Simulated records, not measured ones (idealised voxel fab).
You're looking at the process module voxel ribs on slabs.
Square cell edge 5 nm, section width 250 nm, ID cut.
Heads up, the way a cross-section reads in here is a grid of square cells, handed over as bands from the top down, with every band being one or more rows of cells. A band entry consists of two parts. The first gives the height of the band's top and the height of its bottom, in nm. The rest lists the band's materials from left to right, each with its width in nm. A single material labelled with the word "everywhere" fills the band from edge to edge, and the word "empty" marks empty space. For the purposes of this specification, 0 denotes the height below which the wafer in its as-received condition is composed wholly of one material, and the lowermost band, lacking a lower limit, extends downward without end, as expressed in "from 0 down". Width "30..40": first value at the band's top row of cells, second value at its bottom row, equal change from row to row. Take "no change occurred" at face value: in the step it is given for, the cross-section changed in none of its cells. Each empty space that has no open way to the top and spans at least 8 cells appears under "Fully enclosed voids" as width x height at distance, the distance counted from the left edge, all in nm. What comes after the settings on a step's line is commentary from the simulator itself on that step. "overlay nm" denotes, for a step that has a mask, the displacement of the mask to the right of its planned place, with negative values corresponding to the left.

The steps planned for the process are as follows:
1 op RECEIVE | material Si
2 op DIRECTIONAL_DEP | material SiO2 | thk nm 30
3 op DIRECTIONAL_DEP | material SiN | thk nm 15
4 op PATTERN | tone cover | mask id RIB | material resist | width nm 25 | thk nm 15 | overlay nm 0
5 op DIRECTIONAL_ETCH | etch materials SiN | depth nm 5
6 op STRIP | etch materials resist
7 op MASKED_ETCH | tone cover | mask id SLAB | width nm 55 | etch materials SiN | depth nm 10 | overlay nm 0
8 op FILL_DEP | material SiO2 | thk nm 20
9 op CMP | height nm 60
10 op DIRECTIONAL_DEP | material W | thk nm 5
11 op MASKED_ETCH | tone cover | mask id HEATER | width nm 35 | etch materials W | depth nm 5 | overlay nm 0
12 op CONFORMAL_DEP | material SiN | thk nm 10

Here's what the wafer looked like in cross-section when it arrived - that's after step 1:
* from 0 down | Si everywhere
* Fully enclosed voids: none

First of two wafers at the end of the module, shown in cross-section; run carried out as planned:
* from 75 to 70 | empty: 95 | SiN: 55 | empty: 100
* from 70 to 65 | SiN everywhere
* from 65 to 60 | SiN: 105 | W: 35 | SiN: 110
* from 60 to 45 | SiO2 everywhere
* from 45 to 40 | SiO2: 110 | SiN: 25 | SiO2: 115
* from 40 to 30 | SiO2: 95 | SiN: 55 | SiO2: 100
* from 30 to 0 | SiO2 everywhere
* from 0 down | Si everywhere
* Fully enclosed voids: none

Wafer two (of two), end-of-module cross-section: start = wafer one, plan = wafer one, one run mistake:
* from 75 to 70 | empty: 95 | SiN: 55 | empty: 100
* from 70 to 65 | SiN everywhere
* from 65 to 60 | SiN: 105 | W: 35 | SiN: 110
* from 60 to 45 | W everywhere
* from 45 to 40 | W: 110 | SiN: 25 | W: 115
* from 40 to 30 | W: 95 | SiN: 55 | W: 100
* from 30 to 0 | SiO2 everywhere
* from 0 down | Si everywhere
* Fully enclosed voids: none
Deviation noted in wafer processing: rather than as planned, step 8 actually ran as op FILL_DEP | material W | thk nm 20
Counted in cells at the end, the second wafer holds more or fewer of these materials than the first: SiO2 -273 | W +273
